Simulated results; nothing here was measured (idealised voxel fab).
Proc. module: voxel self aligned contacts
Square cells of 5 nm make up the cross-section cut, whose width is 260 nm.
Cross-sections here: square-cell grids, written as top-down lists of bands, a band being one or more rows of cells.
Heads up on the band format: heights come first, top then bottom, in nm. After that it's the materials left to right, each with its width in nm. A single material flagged "everywhere" fills the whole band edge to edge, and "blank" means there's empty space there.
For the purposes of this specification, 0 denotes the height below which the wafer in its as-received condition is composed wholly of one material, and the lowermost band, lacking a lower limit, extends downward without end, as expressed in "0 nm and below".
The expression "30..40" gives the width at the extremes of the band, the first number at its top row of cells and the second at its bottom row, with the width changing by equal amounts from each row to the next in between.
For the purposes of this document, the phrase "same as before" attached to a step denotes that no cell within the cross-section was modified by that step.
Any empty space of 8 cells or more lacking an open way to the top shows up in "Closed void register" as width x height at distance, distance from the left edge, in nm.
after a step's settings: what the simulator itself notes on the step
Each step line may optionally specify "overlay nm", which for a step with a mask gives the rightward distance between the mask's planned place and where it lay, a negative value indicating the leftward direction.
### Intended process steps
step 1: RECEIVE: material Si
step 2: CONFORMAL_DEP: material SiO2, thk nm 5
step 3: DIRECTIONAL_DEP: material polySi, thk nm 30
step 4: DIRECTIONAL_DEP: material SiN, thk nm 25
step 5: MASKED_ETCH: tone cover, mask id GATE, width nm 25, pitch nm 60, etch materials SiN, depth nm 25, overlay nm 0
step 6: MASKED_ETCH: tone cover, mask id GATE, width nm 25, pitch nm 60, etch materials polySi, depth nm 30, overlay nm 0
step 7: CONFORMAL_DEP: material SiN, thk nm 10
step 8: DIRECTIONAL_ETCH: etch materials SiN, depth nm 10
step 9: FILL_DEP: material SiO2, thk nm 15
step 10: CMP: height nm 65
step 11: MASKED_ETCH: tone open, mask id CONTACT, width nm 45, pitch nm 60, etch materials SiO2, depth nm 65, overlay nm 0
step 12: CONFORMAL_DEP: material TiN, thk nm 5
step 13: FILL_DEP: material W, thk nm 5
step 14: CMP: height nm 65
step 15: CONFORMAL_DEP: material SiCN, thk nm 5
### First out of two wafers; run went to plan
### Cross-section of the wafer at receipt, which is the condition after step 1
* 0 nm and below = Si everywhere
* Closed void register: none
### Cross-section: wafer state after step 2
* 5 nm to 0 nm = SiO2 everywhere
* Whatever lies below 0 is exactly as it was before.
### Cross-section: wafer state after step 3
* 35 nm to 5 nm = polySi everywhere
* Whatever lies below 5 is exactly as it was before.
### Cross-section: wafer state after step 4
* 60 nm to 35 nm = SiN everywhere
* Whatever lies below 35 is exactly as it was before.
### Cross-section: wafer state after step 5
* 60 nm to 35 nm = blank 55 nm  SiN 25 nm  blank 35 nm  SiN 25 nm  blank 35 nm  SiN 25 nm  blank 60 nm
* Whatever lies below 35 is exactly as it was before.
### Cross-section: wafer state after step 6
* 60 nm to 35 nm = blank 55 nm  SiN 25 nm  blank 35 nm  SiN 25 nm  blank 35 nm  SiN 25 nm  blank 60 nm
* 35 nm to 5 nm = blank 55 nm  polySi 25 nm  blank 35 nm  polySi 25 nm  blank 35 nm  polySi 25 nm  blank 60 nm
* Whatever lies below 5 is exactly as it was before.
### Cross-section: wafer state after step 7
* 70 nm to 35 nm = blank 45 nm  SiN 45 nm  blank 15 nm  SiN 45 nm  blank 15 nm  SiN 45 nm  blank 50 nm
* 35 nm to 15 nm = blank 45 nm  SiN 10 nm  polySi 25 nm  SiN 10 nm  blank 15 nm  SiN 10 nm  polySi 25 nm  SiN 10 nm  blank 15 nm  SiN 10 nm  polySi 25 nm  SiN 10 nm  blank 50 nm
* 15 nm to 5 nm = SiN 55 nm  polySi 25 nm  SiN 35 nm  polySi 25 nm  SiN 35 nm  polySi 25 nm  SiN 60 nm
* Whatever lies below 5 is exactly as it was before.
### Cross-section: wafer state after step 8
* 60 nm to 35 nm = blank 45 nm  SiN 45 nm  blank 15 nm  SiN 45 nm  blank 15 nm  SiN 45 nm  blank 50 nm
* 35 nm to 5 nm = blank 45 nm  SiN 10 nm  polySi 25 nm  SiN 10 nm  blank 15 nm  SiN 10 nm  polySi 25 nm  SiN 10 nm  blank 15 nm  SiN 10 nm  polySi 25 nm  SiN 10 nm  blank 50 nm
* Whatever lies below 5 is exactly as it was before.
### Cross-section: wafer state after step 9
* 75 nm to 60 nm = SiO2 everywhere
* 60 nm to 35 nm = SiO2 45 nm  SiN 45 nm  SiO2 15 nm  SiN 45 nm  SiO2 15 nm  SiN 45 nm  SiO2 50 nm
* 35 nm to 5 nm = SiO2 45 nm  SiN 10 nm  polySi 25 nm  SiN 10 nm  SiO2 15 nm  SiN 10 nm  polySi 25 nm  SiN 10 nm  SiO2 15 nm  SiN 10 nm  polySi 25 nm  SiN 10 nm  SiO2 50 nm
* Whatever lies below 5 is exactly as it was before.
### Cross-section: wafer state after step 10
* 65 nm to 60 nm = SiO2 everywhere
* Whatever lies below 60 is exactly as it was before.
### Cross-section: wafer state after step 11
* 65 nm to 60 nm = SiO2 75 nm  blank 45 nm  SiO2 15 nm  blank 45 nm  SiO2 80 nm
* 60 nm to 35 nm = SiO2 45 nm  SiN 45 nm  blank 15 nm  SiN 45 nm  blank 15 nm  SiN 45 nm  SiO2 50 nm
* 35 nm to 5 nm = SiO2 45 nm  SiN 10 nm  polySi 25 nm  SiN 10 nm  blank 15 nm  SiN 10 nm  polySi 25 nm  SiN 10 nm  blank 15 nm  SiN 10 nm  polySi 25 nm  SiN 10 nm  SiO2 50 nm
* 5 nm to 0 nm = SiO2 90 nm  blank 15 nm  SiO2 45 nm  blank 15 nm  SiO2 95 nm
* Whatever lies below 0 is exactly as it was before.
### Cross-section: wafer state after step 12
* 70 nm to 65 nm = TiN 80 nm  blank 35 nm  TiN 25 nm  blank 35 nm  TiN 85 nm
* 65 nm to 60 nm = SiO2 75 nm  TiN 20 nm  blank 5 nm  TiN 20 nm  SiO2 15 nm  TiN 20 nm  blank 5 nm  TiN 20 nm  SiO2 80 nm
* 60 nm to 35 nm = SiO2 45 nm  SiN 45 nm  TiN 5 nm  blank 5 nm  TiN 5 nm  SiN 45 nm  TiN 5 nm  blank 5 nm  TiN 5 nm  SiN 45 nm  SiO2 50 nm
* 35 nm to 5 nm = SiO2 45 nm  SiN 10 nm  polySi 25 nm  SiN 10 nm  TiN 5 nm  blank 5 nm  TiN 5 nm  SiN 10 nm  polySi 25 nm  SiN 10 nm  TiN 5 nm  blank 5 nm  TiN 5 nm  SiN 10 nm  polySi 25 nm  SiN 10 nm  SiO2 50 nm
* 5 nm to 0 nm = SiO2 90 nm  TiN 15 nm  SiO2 45 nm  TiN 15 nm  SiO2 95 nm
* Whatever lies below 0 is exactly as it was before.
### Cross-section: wafer state after step 13
* 75 nm to 70 nm = W everywhere
* 70 nm to 65 nm = TiN 80 nm  W 35 nm  TiN 25 nm  W 35 nm  TiN 85 nm
* 65 nm to 60 nm = SiO2 75 nm  TiN 20 nm  W 5 nm  TiN 20 nm  SiO2 15 nm  TiN 20 nm  W 5 nm  TiN 20 nm  SiO2 80 nm
* 60 nm to 35 nm = SiO2 45 nm  SiN 45 nm  TiN 5 nm  W 5 nm  TiN 5 nm  SiN 45 nm  TiN 5 nm  W 5 nm  TiN 5 nm  SiN 45 nm  SiO2 50 nm
* 35 nm to 5 nm = SiO2 45 nm  SiN 10 nm  polySi 25 nm  SiN 10 nm  TiN 5 nm  W 5 nm  TiN 5 nm  SiN 10 nm  polySi 25 nm  SiN 10 nm  TiN 5 nm  W 5 nm  TiN 5 nm  SiN 10 nm  polySi 25 nm  SiN 10 nm  SiO2 50 nm
* Whatever lies below 5 is exactly as it was before.
### Cross-section: wafer state after step 14
* 65 nm to 60 nm = SiO2 75 nm  TiN 20 nm  W 5 nm  TiN 20 nm  SiO2 15 nm  TiN 20 nm  W 5 nm  TiN 20 nm  SiO2 80 nm
* Whatever lies below 60 is exactly as it was before.
### Cross-section: wafer state after step 15
* 70 nm to 65 nm = SiCN everywhere
* Whatever lies below 65 is exactly as it was before.
### Here the second wafer is described. Its start and its plan were those of the first wafer. Its run contained one mistake. Up to and including step 1, it did exactly what the first wafer did
What the second wafer looks like in cross-section when step 2 should have wrapped up: same as before
### What the second wafer looks like in cross-section when step 3 should have wrapped up
* 30 nm to 0 nm = polySi everywhere
* Whatever lies below 0 is exactly as it was before.
### What the second wafer looks like in cross-section when step 4 should have wrapped up
* 55 nm to 30 nm = SiN everywhere
* Whatever lies below 30 is exactly as it was before.
### What the second wafer looks like in cross-section when step 5 should have wrapped up
* 55 nm to 30 nm = blank 55 nm  SiN 25 nm  blank 35 nm  SiN 25 nm  blank 35 nm  SiN 25 nm  blank 60 nm
* Whatever lies below 30 is exactly as it was before.
### What the second wafer looks like in cross-section when step 6 should have wrapped up
* 55 nm to 30 nm = blank 55 nm  SiN 25 nm  blank 35 nm  SiN 25 nm  blank 35 nm  SiN 25 nm  blank 60 nm
* 30 nm to 0 nm = blank 55 nm  polySi 25 nm  blank 35 nm  polySi 25 nm  blank 35 nm  polySi 25 nm  blank 60 nm
* Whatever lies below 0 is exactly as it was before.
### What the second wafer looks like in cross-section when step 7 should have wrapped up
* 65 nm to 30 nm = blank 45 nm  SiN 45 nm  blank 15 nm  SiN 45 nm  blank 15 nm  SiN 45 nm  blank 50 nm
* 30 nm to 10 nm = blank 45 nm  SiN 10 nm  polySi 25 nm  SiN 10 nm  blank 15 nm  SiN 10 nm  polySi 25 nm  SiN 10 nm  blank 15 nm  SiN 10 nm  polySi 25 nm  SiN 10 nm  blank 50 nm
* 10 nm to 0 nm = SiN 55 nm  polySi 25 nm  SiN 35 nm  polySi 25 nm  SiN 35 nm  polySi 25 nm  SiN 60 nm
* Whatever lies below 0 is exactly as it was before.
### What the second wafer looks like in cross-section when step 8 should have wrapped up
* 55 nm to 30 nm = blank 45 nm  SiN 45 nm  blank 15 nm  SiN 45 nm  blank 15 nm  SiN 45 nm  blank 50 nm
* 30 nm to 0 nm = blank 45 nm  SiN 10 nm  polySi 25 nm  SiN 10 nm  blank 15 nm  SiN 10 nm  polySi 25 nm  SiN 10 nm  blank 15 nm  SiN 10 nm  polySi 25 nm  SiN 10 nm  blank 50 nm
* Whatever lies below 0 is exactly as it was before.
### What the second wafer looks like in cross-section when step 9 should have wrapped up
* 70 nm to 55 nm = SiO2 everywhere
* 55 nm to 30 nm = SiO2 45 nm  SiN 45 nm  SiO2 15 nm  SiN 45 nm  SiO2 15 nm  SiN 45 nm  SiO2 50 nm
* 30 nm to 0 nm = SiO2 45 nm  SiN 10 nm  polySi 25 nm  SiN 10 nm  SiO2 15 nm  SiN 10 nm  polySi 25 nm  SiN 10 nm  SiO2 15 nm  SiN 10 nm  polySi 25 nm  SiN 10 nm  SiO2 50 nm
* Whatever lies below 0 is exactly as it was before.
### What the second wafer looks like in cross-section when step 10 should have wrapped up
* 65 nm to 55 nm = SiO2 everywhere
* Whatever lies below 55 is exactly as it was before.
### What the second wafer looks like in cross-section when step 11 should have wrapped up
* 65 nm to 55 nm = SiO2 75 nm  blank 45 nm  SiO2 15 nm  blank 45 nm  SiO2 80 nm
* 55 nm to 30 nm = SiO2 45 nm  SiN 45 nm  blank 15 nm  SiN 45 nm  blank 15 nm  SiN 45 nm  SiO2 50 nm
* 30 nm to 0 nm = SiO2 45 nm  SiN 10 nm  polySi 25 nm  SiN 10 nm  blank 15 nm  SiN 10 nm  polySi 25 nm  SiN 10 nm  blank 15 nm  SiN 10 nm  polySi 25 nm  SiN 10 nm  SiO2 50 nm
* Whatever lies below 0 is exactly as it was before.
### What the second wafer looks like in cross-section when step 12 should have wrapped up
* 70 nm to 65 nm = TiN 80 nm  blank 35 nm  TiN 25 nm  blank 35 nm  TiN 85 nm
* 65 nm to 55 nm = SiO2 75 nm  TiN 5..20 nm  blank 35..5 nm  TiN 5..20 nm  SiO2 15 nm  TiN 5..20 nm  blank 35..5 nm  TiN 5..20 nm  SiO2 80 nm
* 55 nm to 30 nm = SiO2 45 nm  SiN 45 nm  TiN 5 nm  blank 5 nm  TiN 5 nm  SiN 45 nm  TiN 5 nm  blank 5 nm  TiN 5 nm  SiN 45 nm  SiO2 50 nm
* 30 nm to 5 nm = SiO2 45 nm  SiN 10 nm  polySi 25 nm  SiN 10 nm  TiN 5 nm  blank 5 nm  TiN 5 nm  SiN 10 nm  polySi 25 nm  SiN 10 nm  TiN 5 nm  blank 5 nm  TiN 5 nm  SiN 10 nm  polySi 25 nm  SiN 10 nm  SiO2 50 nm
* 5 nm to 0 nm = SiO2 45 nm  SiN 10 nm  polySi 25 nm  SiN 10 nm  TiN 15 nm  SiN 10 nm  polySi 25 nm  SiN 10 nm  TiN 15 nm  SiN 10 nm  polySi 25 nm  SiN 10 nm  SiO2 50 nm
* Whatever lies below 0 is exactly as it was before.
### What the second wafer looks like in cross-section when step 13 should have wrapped up
* 75 nm to 70 nm = W everywhere
* 70 nm to 65 nm = TiN 80 nm  W 35 nm  TiN 25 nm  W 35 nm  TiN 85 nm
* 65 nm to 55 nm = SiO2 75 nm  TiN 5..20 nm  W 35..5 nm  TiN 5..20 nm  SiO2 15 nm  TiN 5..20 nm  W 35..5 nm  TiN 5..20 nm  SiO2 80 nm
* 55 nm to 30 nm = SiO2 45 nm  SiN 45 nm  TiN 5 nm  W 5 nm  TiN 5 nm  SiN 45 nm  TiN 5 nm  W 5 nm  TiN 5 nm  SiN 45 nm  SiO2 50 nm
* 30 nm to 5 nm = SiO2 45 nm  SiN 10 nm  polySi 25 nm  SiN 10 nm  TiN 5 nm  W 5 nm  TiN 5 nm  SiN 10 nm  polySi 25 nm  SiN 10 nm  TiN 5 nm  W 5 nm  TiN 5 nm  SiN 10 nm  polySi 25 nm  SiN 10 nm  SiO2 50 nm
* Whatever lies below 5 is exactly as it was before.
### What the second wafer looks like in cross-section when step 14 should have wrapped up
* 65 nm to 55 nm = SiO2 75 nm  TiN 5..20 nm  W 35..5 nm  TiN 5..20 nm  SiO2 15 nm  TiN 5..20 nm  W 35..5 nm  TiN 5..20 nm  SiO2 80 nm
* Whatever lies below 55 is exactly as it was before.
### What the second wafer looks like in cross-section when step 15 should have wrapped up
* 70 nm to 65 nm = SiCN everywhere
* Whatever lies below 65 is exactly as it was before.
The mistake made against the process plan was this: step 2 of the plan was jumped over and never run
End check, counted in cells, second wafer has more or fewer of these materials than the first: 12 fewer of SiO2, 12 more of W
